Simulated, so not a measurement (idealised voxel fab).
process module | voxel capacitor over wiring
cross-section cut | 195 nm wide | cells 5 nm
A cross-section is a grid of square cells, given in bands from the top down. A band is one or more rows of cells.
Each band's line starts with the height of the band's top and of its bottom, in nm. Then come its materials from left to right, each with its width in nm. One material with "throughout" fills the band from edge to edge. "air" is empty space.
Height 0 is the level under which the wafer as received is all one material. The lowest band goes on downwards, as in "0 down".
A width such as "30 to 40" changes by the same amount from each row of cells to the next, from the band's top row to its bottom row.
"no change" after a step means that no cell of the cross-section changed.
closed voids: empty space of 8 cells or more with no open way to the top, each as width x height at its distance from the left edge, in nm
after a step's settings: what the simulator itself notes on the step
overlay nm, on a step with a mask: how far to the right of its planned place the mask lay; to the left if negative
plan
1 op RECEIVE | material Si
2 op CONFORMAL_DEP | material SiO2 | thk nm 10
3 op DIRECTIONAL_DEP | material TiN | thk nm 5
4 op DIRECTIONAL_DEP | material W | thk nm 25
5 op PATTERN | tone cover | mask id METAL_1 | material resist | width nm 25 | pitch nm 90 | thk nm 15 | overlay nm 0
6 op DIRECTIONAL_ETCH | etch materials W | depth nm 25
7 op DIRECTIONAL_ETCH | etch materials TiN | depth nm 5
8 op STRIP | etch materials resist
9 op CONFORMAL_DEP | material SiN | thk nm 5
10 op FILL_DEP | material SiO2 | thk nm 5
11 op CMP | height nm 40
12 op CONFORMAL_DEP | material SiCN | thk nm 5
13 op DIRECTIONAL_DEP | material SiO2 | thk nm 20
14 op DIRECTIONAL_DEP | material aC | thk nm 15
15 op PATTERN | tone open | mask id PLUG_1 | material resist | width nm 15 | thk nm 35 | overlay nm 0
16 op DIRECTIONAL_ETCH | etch materials aC | depth nm 15
17 op STRIP | etch materials resist
18 op DIRECTIONAL_ETCH | etch materials SiO2 | depth nm 20
19 op DIRECTIONAL_ETCH | etch materials SiCN | depth nm 5
20 op STRIP | etch materials aC
21 op EPI | material Ru | thk nm 10
22 op EPI | material Ru | thk nm 10
23 op EPI | material Ru | thk nm 5
24 op DIRECTIONAL_DEP | material TiN | thk nm 5
25 op DIRECTIONAL_DEP | material Al2O3 | thk nm 5
26 op DIRECTIONAL_DEP | material TiN | thk nm 10
27 op MASKED_ETCH | tone cover | mask id UPPER_PLATE | width nm 70 | etch materials TiN | depth nm 10 | overlay nm 0
28 op MASKED_ETCH | tone cover | mask id UPPER_PLATE | width nm 70 | etch materials Al2O3 | depth nm 5 | overlay nm 0
29 op MASKED_ETCH | tone cover | mask id LOWER_PLATE | width nm 80 | etch materials TiN | depth nm 5 | overlay nm 0
30 op FILL_DEP | material SiO2 | thk nm 20
31 op CMP | height nm 100
32 op MASKED_ETCH | tone open | mask id PLUG_2 | width nm 15 | etch materials SiO2 | depth nm 15 | overlay nm 0
33 op CONFORMAL_DEP | material TiN | thk nm 5
34 op FILL_DEP | material Ru | thk nm 5
35 op CMP | height nm 100
36 op CONFORMAL_DEP | material SiCN | thk nm 5
as received, after step 1
  0 down: Si throughout
  closed voids: none
first wafer at the end, as planned
  105 to 100: SiCN throughout
  100 to 90: SiO2 60 | TiN 5 | Ru 5 | TiN 5 | SiO2 120
  90 to 85: SiO2 60 | TiN 15 | SiO2 120
  85 to 75: SiO2 50 | TiN 70 | SiO2 75
  75 to 70: SiO2 50 | Al2O3 70 | SiO2 75
  70 to 65: SiO2 45 | TiN 80 | SiO2 70
  65 to 45: SiO2 50 | Ru 15 | SiO2 130
  45 to 40: SiCN 50 | Ru 15 | SiCN 130
  40 to 15: SiO2 35 | SiN 5 | W 25 | SiN 5 | SiO2 55 | SiN 5 | W 25 | SiN 5 | SiO2 35
  15 to 10: SiN 40 | TiN 25 | SiN 65 | TiN 25 | SiN 40
  10 to 0: SiO2 throughout
  0 down: Si throughout
  closed voids: none
second wafer at the end: like start, like plan, one mistake
  105 to 100: SiCN throughout
  100 to 95: SiO2 60 | TiN 60 | SiO2 75
  95 to 90: SiO2 60 | TiN 5 | Al2O3 55 | SiO2 75
  90 to 85: SiO2 45 | TiN 5 | SiO2 10 | TiN 65 | SiO2 70
  85 to 75: SiO2 50 | TiN 15 | SiO2 130
  75 to 70: SiO2 50 | Al2O3 15 | SiO2 130
  70 to 65: SiO2 50 | TiN 15 | SiO2 130
  65 to 45: SiO2 throughout
  45 to 40: SiCN throughout
  40 to 15: SiO2 35 | SiN 5 | W 25 | SiN 5 | SiO2 55 | SiN 5 | W 25 | SiN 5 | SiO2 35
  15 to 10: SiN 40 | TiN 25 | SiN 65 | TiN 25 | SiN 40
  10 to 0: SiO2 throughout
  0 down: Si throughout
  closed voids: none
what went wrong: step 13 was run twice
at the end the second wafer has, in cells: 17 fewer of Ru | 3 more of SiCN | 29 more of SiO2 | 15 fewer of TiN
